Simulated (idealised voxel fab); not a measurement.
process module | voxel transistor to metal
cross-section cut | 180 nm wide | cells 5 nm
A cross-section is a grid of square cells, given in bands from the top down. A band is one or more rows of cells.
Each band's line starts with the height of the band's top and of its bottom, in nm. Then come its materials from left to right, each with its width in nm. One material with "throughout" fills the band from edge to edge. "air" is empty space.
Height 0 is the level under which the wafer as received is all one material. The lowest band goes on downwards, as in "0 down".
A width such as "30 to 40" changes by the same amount from each row of cells to the next, from the band's top row to its bottom row.
"no change" after a step means that no cell of the cross-section changed.
closed voids: empty space of 8 cells or more with no open way to the top, each as width x height at its distance from the left edge, in nm
after a step's settings: what the simulator itself notes on the step
overlay nm, on a step with a mask: how far to the right of its planned place the mask lay; to the left if negative
plan
1 op RECEIVE | material Si
2 op OXIDIZE | depth nm 5
3 op CONFORMAL_DEP | material SiN | thk nm 15
4 op DIRECTIONAL_DEP | material aC | thk nm 10
5 op PATTERN | tone cover | mask id ACTIVE | material resist | width nm 110 | thk nm 30 | overlay nm 0
6 op DIRECTIONAL_ETCH | etch materials aC | depth nm 10
7 op STRIP | etch materials resist
8 op DIRECTIONAL_ETCH | etch materials SiN | depth nm 15
9 op DIRECTIONAL_ETCH | etch materials SiO2 | depth nm 5
10 op DIRECTIONAL_ETCH | etch materials Si | depth nm 30
11 op STRIP | etch materials aC
12 op FILL_DEP | material SiO2 | thk nm 5
13 op CMP | height nm 15
14 op SELECTIVE_ETCH | etch materials SiO2 | depth nm 10
15 op STRIP | etch materials SiN
16 op SELECTIVE_ETCH | etch materials SiO2 | depth nm 5
17 op OXIDIZE | depth nm 5
18 op DIRECTIONAL_DEP | material polySi | thk nm 20
19 op DIRECTIONAL_DEP | material SiCN | thk nm 15
20 op PATTERN | tone cover | mask id GATE | material resist | width nm 30 | thk nm 15 | overlay nm 0
21 op DIRECTIONAL_ETCH | etch materials SiCN | depth nm 25
22 op DIRECTIONAL_ETCH | etch materials polySi | depth nm 30
23 op STRIP | etch materials resist
24 op CONFORMAL_DEP | material SiO2 | thk nm 5
25 op DIRECTIONAL_ETCH | etch materials SiO2 | depth nm 5
26 op CONFORMAL_DEP | material SiN | thk nm 5
27 op DIRECTIONAL_ETCH | etch materials SiN | depth nm 5
28 op DIRECTIONAL_ETCH | etch materials SiO2 | depth nm 5
29 op EPI | material nSi | thk nm 5
30 op FILL_DEP | material SiO2 | thk nm 10
31 op CMP | height nm 15
32 op STRIP | etch materials polySi
33 op SELECTIVE_ETCH | etch materials SiO2 | depth nm 5
34 op CONFORMAL_DEP | material HfO2 | thk nm 5
35 op CONFORMAL_DEP | material TiN | thk nm 5
36 op FILL_DEP | material W | thk nm 10
37 op CMP | height nm 10
38 op DIRECTIONAL_DEP | material SiO2 | thk nm 10
39 op PATTERN | tone open | mask id CONTACT | material resist | width nm 20 | pitch nm 80 | thk nm 15 | overlay nm 0
40 op DIRECTIONAL_ETCH | etch materials SiO2 | depth nm 25
41 op STRIP | etch materials resist
42 op CONFORMAL_DEP | material TiN | thk nm 5
43 op FILL_DEP | material W | thk nm 10
44 op CMP | height nm 20
45 op DIRECTIONAL_DEP | material TiN | thk nm 5
46 op DIRECTIONAL_DEP | material W | thk nm 20
47 op DIRECTIONAL_DEP | material aC | thk nm 10
48 op PATTERN | tone cover | mask id METAL_1 | material resist | width nm 20 | pitch nm 80 | thk nm 25 | overlay nm 0
49 op DIRECTIONAL_ETCH | etch materials aC | depth nm 10
50 op STRIP | etch materials resist
51 op DIRECTIONAL_ETCH | etch materials W | depth nm 20
52 op DIRECTIONAL_ETCH | etch materials TiN | depth nm 5
53 op STRIP | etch materials aC
54 op FILL_DEP | material SiO2 | thk nm 10
55 op CMP | height nm 45
56 op CONFORMAL_DEP | material SiCN | thk nm 5
57 op DIRECTIONAL_DEP | material lowk | thk nm 35
58 op MASKED_ETCH | tone open | mask id METAL_2 | width nm 20 | pitch nm 80 | etch materials lowk | depth nm 20 | overlay nm 0
59 op PATTERN | tone open | mask id METAL_2_HOLES | material resist | width nm 15 | pitch nm 80 | thk nm 20 | overlay nm 0
60 op DIRECTIONAL_ETCH | etch materials lowk | depth nm 15
61 op DIRECTIONAL_ETCH | etch materials SiCN | depth nm 5
62 op STRIP | etch materials resist
63 op CONFORMAL_DEP | material TiN | thk nm 5
64 op FILL_DEP | material Cu | thk nm 5
65 op CMP | height nm 85
66 op CONFORMAL_DEP | material SiCN | thk nm 5
first wafer, as planned
as received, after step 1
  0 down: Si throughout
  closed voids: none
after step 2
  0 to -5: SiO2 throughout
  below -5: unchanged
after step 3
  15 to 0: SiN throughout
  below 0: unchanged
after step 4
  25 to 15: aC throughout
  below 15: unchanged
after step 5
  55 to 25: air 35 | resist 110 | air 35
  below 25: unchanged
after step 6
  45 to 25: air 35 | resist 110 | air 35
  25 to 15: air 35 | aC 110 | air 35
  below 15: unchanged
after step 7
  25 to 15: air 35 | aC 110 | air 35
  below 15: unchanged
after step 8
  25 to 15: air 35 | aC 110 | air 35
  15 to 0: air 35 | SiN 110 | air 35
  below 0: unchanged
after step 9
  25 to 15: air 35 | aC 110 | air 35
  15 to 0: air 35 | SiN 110 | air 35
  0 to -5: air 35 | SiO2 110 | air 35
  below -5: unchanged
after step 10
  25 to 15: air 35 | aC 110 | air 35
  15 to 0: air 35 | SiN 110 | air 35
  0 to -5: air 35 | SiO2 110 | air 35
  -5 to -35: air 35 | Si 110 | air 35
  below -35: unchanged
after step 11
  15 to 0: air 35 | SiN 110 | air 35
  below 0: unchanged
after step 12
  20 to 15: SiO2 throughout
  15 to 0: SiO2 35 | SiN 110 | SiO2 35
  0 to -5: SiO2 throughout
  -5 to -35: SiO2 35 | Si 110 | SiO2 35
  below -35: unchanged
after step 13
  15 to 0: SiO2 35 | SiN 110 | SiO2 35
  below 0: unchanged
after step 14
  15 to 5: air 35 | SiN 110 | air 35
  below 5: unchanged
after step 15
  5 to 0: SiO2 35 | air 110 | SiO2 35
  below 0: unchanged
after step 16
  0 to -5: SiO2 30 | air 120 | SiO2 30
  below -5: unchanged
after step 17
  0 to -5: SiO2 30 | air 120 | SiO2 30
  -5 to -10: SiO2 throughout
  below -10: unchanged
after step 18
  20 to 15: polySi 30 | air 120 | polySi 30
  15 to 0: polySi throughout
  0 to -5: SiO2 30 | polySi 120 | SiO2 30
  below -5: unchanged
after step 19
  35 to 30: SiCN 30 | air 120 | SiCN 30
  30 to 20: SiCN throughout
  20 to 15: polySi 30 | SiCN 120 | polySi 30
  below 15: unchanged
after step 20
  50 to 35: air 75 | resist 30 | air 75
  35 to 30: SiCN 30 | air 45 | resist 30 | air 45 | SiCN 30
  below 30: unchanged
after step 21
  50 to 30: air 75 | resist 30 | air 75
  30 to 20: air 75 | SiCN 30 | air 75
  20 to 15: polySi 30 | air 45 | SiCN 30 | air 45 | polySi 30
  below 15: unchanged
after step 22
  50 to 30: air 75 | resist 30 | air 75
  30 to 15: air 75 | SiCN 30 | air 75
  15 to 0: air 75 | polySi 30 | air 75
  0 to -5: SiO2 30 | air 45 | polySi 30 | air 45 | SiO2 30
  below -5: unchanged
after step 23
  30 to 15: air 75 | SiCN 30 | air 75
  below 15: unchanged
after step 24
  35 to 30: air 70 | SiO2 40 | air 70
  30 to 15: air 70 | SiO2 5 | SiCN 30 | SiO2 5 | air 70
  15 to 5: air 70 | SiO2 5 | polySi 30 | SiO2 5 | air 70
  5 to 0: SiO2 35 | air 35 | SiO2 5 | polySi 30 | SiO2 5 | air 35 | SiO2 35
  0 to -5: SiO2 75 | polySi 30 | SiO2 75
  below -5: unchanged
after step 25
  30 to 15: air 70 | SiO2 5 | SiCN 30 | SiO2 5 | air 70
  15 to 0: air 70 | SiO2 5 | polySi 30 | SiO2 5 | air 70
  0 to -5: SiO2 35 | air 35 | SiO2 5 | polySi 30 | SiO2 5 | air 35 | SiO2 35
  below -5: unchanged
after step 26
  35 to 30: air 65 | SiN 50 | air 65
  30 to 15: air 65 | SiN 5 | SiO2 5 | SiCN 30 | SiO2 5 | SiN 5 | air 65
  15 to 5: air 65 | SiN 5 | SiO2 5 | polySi 30 | SiO2 5 | SiN 5 | air 65
  5 to 0: SiN 40 | air 25 | SiN 5 | SiO2 5 | polySi 30 | SiO2 5 | SiN 5 | air 25 | SiN 40
  0 to -5: SiO2 35 | SiN 35 | SiO2 5 | polySi 30 | SiO2 5 | SiN 35 | SiO2 35
  below -5: unchanged
after step 27
  30 to 15: air 65 | SiN 5 | SiO2 5 | SiCN 30 | SiO2 5 | SiN 5 | air 65
  15 to 0: air 65 | SiN 5 | SiO2 5 | polySi 30 | SiO2 5 | SiN 5 | air 65
  0 to -5: SiO2 35 | SiN 5 | air 25 | SiN 5 | SiO2 5 | polySi 30 | SiO2 5 | SiN 5 | air 25 | SiN 5 | SiO2 35
  below -5: unchanged
after step 28
  30 to 25: air 65 | SiN 5 | air 5 | SiCN 30 | air 5 | SiN 5 | air 65
  25 to 15: air 65 | SiN 5 | SiO2 5 | SiCN 30 | SiO2 5 | SiN 5 | air 65
  15 to 0: air 65 | SiN 5 | SiO2 5 | polySi 30 | SiO2 5 | SiN 5 | air 65
  0 to -5: air 35 | SiN 5 | air 25 | SiN 5 | SiO2 5 | polySi 30 | SiO2 5 | SiN 5 | air 25 | SiN 5 | air 35
  -5 to -10: SiO2 40 | air 25 | SiO2 50 | air 25 | SiO2 40
  below -10: unchanged
after step 29
  30 to 25: air 65 | SiN 5 | air 5 | SiCN 30 | air 5 | SiN 5 | air 65
  25 to 15: air 65 | SiN 5 | SiO2 5 | SiCN 30 | SiO2 5 | SiN 5 | air 65
  15 to 0: air 65 | SiN 5 | SiO2 5 | polySi 30 | SiO2 5 | SiN 5 | air 65
  0 to -5: air 35 | SiN 5 | air 25 | SiN 5 | SiO2 5 | polySi 30 | SiO2 5 | SiN 5 | air 25 | SiN 5 | air 35
  -5 to -10: SiO2 40 | nSi 25 | SiO2 50 | nSi 25 | SiO2 40
  below -10: unchanged
after step 30
  40 to 30: SiO2 throughout
  30 to 15: SiO2 65 | SiN 5 | SiO2 5 | SiCN 30 | SiO2 5 | SiN 5 | SiO2 65
  15 to 0: SiO2 65 | SiN 5 | SiO2 5 | polySi 30 | SiO2 5 | SiN 5 | SiO2 65
  0 to -5: SiO2 35 | SiN 5 | SiO2 25 | SiN 5 | SiO2 5 | polySi 30 | SiO2 5 | SiN 5 | SiO2 25 | SiN 5 | SiO2 35
  below -5: unchanged
after step 31
  15 to 0: SiO2 65 | SiN 5 | SiO2 5 | polySi 30 | SiO2 5 | SiN 5 | SiO2 65
  below 0: unchanged
after step 32
  15 to 0: SiO2 65 | SiN 5 | SiO2 5 | air 30 | SiO2 5 | SiN 5 | SiO2 65
  0 to -5: SiO2 35 | SiN 5 | SiO2 25 | SiN 5 | SiO2 5 | air 30 | SiO2 5 | SiN 5 | SiO2 25 | SiN 5 | SiO2 35
  below -5: unchanged
after step 33
  15 to 10: air 65 | SiN 5 | air 40 | SiN 5 | air 65
  10 to 0: SiO2 65 | SiN 5 | air 40 | SiN 5 | SiO2 65
  0 to -5: SiO2 35 | SiN 5 | SiO2 25 | SiN 5 | air 40 | SiN 5 | SiO2 25 | SiN 5 | SiO2 35
  -5 to -10: SiO2 40 | nSi 25 | SiO2 5 | air 40 | SiO2 5 | nSi 25 | SiO2 40
  below -10: unchanged
after step 34
  20 to 15: air 60 | HfO2 15 | air 30 | HfO2 15 | air 60
  15 to 10: HfO2 65 | SiN 5 | HfO2 5 | air 30 | HfO2 5 | SiN 5 | HfO2 65
  10 to 0: SiO2 65 | SiN 5 | HfO2 5 | air 30 | HfO2 5 | SiN 5 | SiO2 65
  0 to -5: SiO2 35 | SiN 5 | SiO2 25 | SiN 5 | HfO2 5 | air 30 | HfO2 5 | SiN 5 | SiO2 25 | SiN 5 | SiO2 35
  -5 to -10: SiO2 40 | nSi 25 | SiO2 5 | HfO2 40 | SiO2 5 | nSi 25 | SiO2 40
  below -10: unchanged
after step 35
  25 to 20: air 55 | TiN 25 | air 20 | TiN 25 | air 55
  20 to 15: TiN 60 | HfO2 15 | TiN 5 | air 20 | TiN 5 | HfO2 15 | TiN 60
  15 to 10: HfO2 65 | SiN 5 | HfO2 5 | TiN 5 | air 20 | TiN 5 | HfO2 5 | SiN 5 | HfO2 65
  10 to 0: SiO2 65 | SiN 5 | HfO2 5 | TiN 5 | air 20 | TiN 5 | HfO2 5 | SiN 5 | SiO2 65
  0 to -5: SiO2 35 | SiN 5 | SiO2 25 | SiN 5 | HfO2 5 | TiN 30 | HfO2 5 | SiN 5 | SiO2 25 | SiN 5 | SiO2 35
  below -5: unchanged
after step 36
  35 to 25: W throughout
  25 to 20: W 55 | TiN 25 | W 20 | TiN 25 | W 55
  20 to 15: TiN 60 | HfO2 15 | TiN 5 | W 20 | TiN 5 | HfO2 15 | TiN 60
  15 to 10: HfO2 65 | SiN 5 | HfO2 5 | TiN 5 | W 20 | TiN 5 | HfO2 5 | SiN 5 | HfO2 65
  10 to 0: SiO2 65 | SiN 5 | HfO2 5 | TiN 5 | W 20 | TiN 5 | HfO2 5 | SiN 5 | SiO2 65
  below 0: unchanged
after step 37
  10 to 0: SiO2 65 | SiN 5 | HfO2 5 | TiN 5 | W 20 | TiN 5 | HfO2 5 | SiN 5 | SiO2 65
  below 0: unchanged
after step 38
  20 to 10: SiO2 throughout
  below 10: unchanged
after step 39
  35 to 20: resist 40 | air 20 | resist 60 | air 20 | resist 40
  below 20: unchanged
after step 40
  35 to 20: resist 40 | air 20 | resist 60 | air 20 | resist 40
  20 to 10: SiO2 40 | air 20 | SiO2 60 | air 20 | SiO2 40
  10 to 0: SiO2 40 | air 20 | SiO2 5 | SiN 5 | HfO2 5 | TiN 5 | W 20 | TiN 5 | HfO2 5 | SiN 5 | SiO2 5 | air 20 | SiO2 40
  0 to -5: SiO2 35 | SiN 5 | air 20 | SiO2 5 | SiN 5 | HfO2 5 | TiN 30 | HfO2 5 | SiN 5 | SiO2 5 | air 20 | SiN 5 | SiO2 35
  below -5: unchanged
after step 41
  20 to 10: SiO2 40 | air 20 | SiO2 60 | air 20 | SiO2 40
  below 10: unchanged
after step 42
  25 to 20: TiN 45 | air 10 | TiN 70 | air 10 | TiN 45
  20 to 10: SiO2 40 | TiN 5 | air 10 | TiN 5 | SiO2 60 | TiN 5 | air 10 | TiN 5 | SiO2 40
  10 to 0: SiO2 40 | TiN 5 | air 10 | TiN 5 | SiO2 5 | SiN 5 | HfO2 5 | TiN 5 | W 20 | TiN 5 | HfO2 5 | SiN 5 | SiO2 5 | TiN 5 | air 10 | TiN 5 | SiO2 40
  0 to -5: SiO2 35 | SiN 5 | TiN 20 | SiO2 5 | SiN 5 | HfO2 5 | TiN 30 | HfO2 5 | SiN 5 | SiO2 5 | TiN 20 | SiN 5 | SiO2 35
  below -5: unchanged
after step 43
  35 to 25: W throughout
  25 to 20: TiN 45 | W 10 | TiN 70 | W 10 | TiN 45
  20 to 10: SiO2 40 | TiN 5 | W 10 | TiN 5 | SiO2 60 | TiN 5 | W 10 | TiN 5 | SiO2 40
  10 to 0: SiO2 40 | TiN 5 | W 10 | TiN 5 | SiO2 5 | SiN 5 | HfO2 5 | TiN 5 | W 20 | TiN 5 | HfO2 5 | SiN 5 | SiO2 5 | TiN 5 | W 10 | TiN 5 | SiO2 40
  below 0: unchanged
after step 44
  20 to 10: SiO2 40 | TiN 5 | W 10 | TiN 5 | SiO2 60 | TiN 5 | W 10 | TiN 5 | SiO2 40
  below 10: unchanged
after step 45
  25 to 20: TiN throughout
  below 20: unchanged
after step 46
  45 to 25: W throughout
  below 25: unchanged
after step 47
  55 to 45: aC throughout
  below 45: unchanged
after step 48
  80 to 55: air 40 | resist 20 | air 60 | resist 20 | air 40
  below 55: unchanged
after step 49
  70 to 55: air 40 | resist 20 | air 60 | resist 20 | air 40
  55 to 45: air 40 | aC 20 | air 60 | aC 20 | air 40
  below 45: unchanged
after step 50
  55 to 45: air 40 | aC 20 | air 60 | aC 20 | air 40
  below 45: unchanged
after step 51
  55 to 45: air 40 | aC 20 | air 60 | aC 20 | air 40
  45 to 25: air 40 | W 20 | air 60 | W 20 | air 40
  below 25: unchanged
after step 52
  55 to 45: air 40 | aC 20 | air 60 | aC 20 | air 40
  45 to 25: air 40 | W 20 | air 60 | W 20 | air 40
  25 to 20: air 40 | TiN 20 | air 60 | TiN 20 | air 40
  below 20: unchanged
after step 53
  45 to 25: air 40 | W 20 | air 60 | W 20 | air 40
  below 25: unchanged
after step 54
  55 to 45: SiO2 throughout
  45 to 25: SiO2 40 | W 20 | SiO2 60 | W 20 | SiO2 40
  25 to 20: SiO2 40 | TiN 20 | SiO2 60 | TiN 20 | SiO2 40
  below 20: unchanged
after step 55
  45 to 25: SiO2 40 | W 20 | SiO2 60 | W 20 | SiO2 40
  below 25: unchanged
after step 56
  50 to 45: SiCN throughout
  below 45: unchanged
after step 57
  85 to 50: lowk throughout
  below 50: unchanged
after step 58
  85 to 65: lowk 40 | air 20 | lowk 60 | air 20 | lowk 40
  below 65: unchanged
after step 59
  105 to 85: resist 40 | air 15 | resist 65 | air 15 | resist 45
  85 to 65: lowk 40 | air 15 | resist 5 | lowk 60 | air 15 | resist 5 | lowk 40
  below 65: unchanged
after step 60
  105 to 85: resist 40 | air 15 | resist 65 | air 15 | resist 45
  85 to 65: lowk 40 | air 15 | resist 5 | lowk 60 | air 15 | resist 5 | lowk 40
  65 to 50: lowk 40 | air 15 | lowk 65 | air 15 | lowk 45
  below 50: unchanged
after step 61
  105 to 85: resist 40 | air 15 | resist 65 | air 15 | resist 45
  85 to 65: lowk 40 | air 15 | resist 5 | lowk 60 | air 15 | resist 5 | lowk 40
  65 to 50: lowk 40 | air 15 | lowk 65 | air 15 | lowk 45
  50 to 45: SiCN 40 | air 15 | SiCN 65 | air 15 | SiCN 45
  below 45: unchanged
after step 62
  85 to 65: lowk 40 | air 20 | lowk 60 | air 20 | lowk 40
  below 65: unchanged
after step 63
  90 to 85: TiN 45 | air 10 | TiN 70 | air 10 | TiN 45
  85 to 70: lowk 40 | TiN 5 | air 10 | TiN 5 | lowk 60 | TiN 5 | air 10 | TiN 5 | lowk 40
  70 to 65: lowk 40 | TiN 5 | air 5 | TiN 10 | lowk 60 | TiN 5 | air 5 | TiN 10 | lowk 40
  65 to 50: lowk 40 | TiN 5 | air 5 | TiN 5 | lowk 65 | TiN 5 | air 5 | TiN 5 | lowk 45
  50 to 45: SiCN 40 | TiN 15 | SiCN 65 | TiN 15 | SiCN 45
  below 45: unchanged
after step 64
  95 to 90: Cu throughout
  90 to 85: TiN 45 | Cu 10 | TiN 70 | Cu 10 | TiN 45
  85 to 70: lowk 40 | TiN 5 | Cu 10 | TiN 5 | lowk 60 | TiN 5 | Cu 10 | TiN 5 | lowk 40
  70 to 65: lowk 40 | TiN 5 | Cu 5 | TiN 10 | lowk 60 | TiN 5 | Cu 5 | TiN 10 | lowk 40
  65 to 50: lowk 40 | TiN 5 | Cu 5 | TiN 5 | lowk 65 | TiN 5 | Cu 5 | TiN 5 | lowk 45
  below 50: unchanged
after step 65
  85 to 70: lowk 40 | TiN 5 | Cu 10 | TiN 5 | lowk 60 | TiN 5 | Cu 10 | TiN 5 | lowk 40
  below 70: unchanged
after step 66
  90 to 85: SiCN throughout
  below 85: unchanged
second wafer: like start, like plan, one mistake. Through step 63 it matches the first wafer
when step 64 should have ended
  95 to 90: HfO2 throughout
  90 to 85: TiN 45 | HfO2 10 | TiN 70 | HfO2 10 | TiN 45
  85 to 70: lowk 40 | TiN 5 | HfO2 10 | TiN 5 | lowk 60 | TiN 5 | HfO2 10 | TiN 5 | lowk 40
  70 to 65: lowk 40 | TiN 5 | HfO2 5 | TiN 10 | lowk 60 | TiN 5 | HfO2 5 | TiN 10 | lowk 40
  65 to 50: lowk 40 | TiN 5 | HfO2 5 | TiN 5 | lowk 65 | TiN 5 | HfO2 5 | TiN 5 | lowk 45
  below 50: unchanged
when step 65 should have ended
  85 to 70: lowk 40 | TiN 5 | HfO2 10 | TiN 5 | lowk 60 | TiN 5 | HfO2 10 | TiN 5 | lowk 40
  below 70: unchanged
when step 66 should have ended
  90 to 85: SiCN throughout
  below 85: unchanged
what went wrong: step 64 ran as: op FILL_DEP | material HfO2 | thk nm 5
at the end the second wafer has, in cells: 20 fewer of Cu | 20 more of HfO2
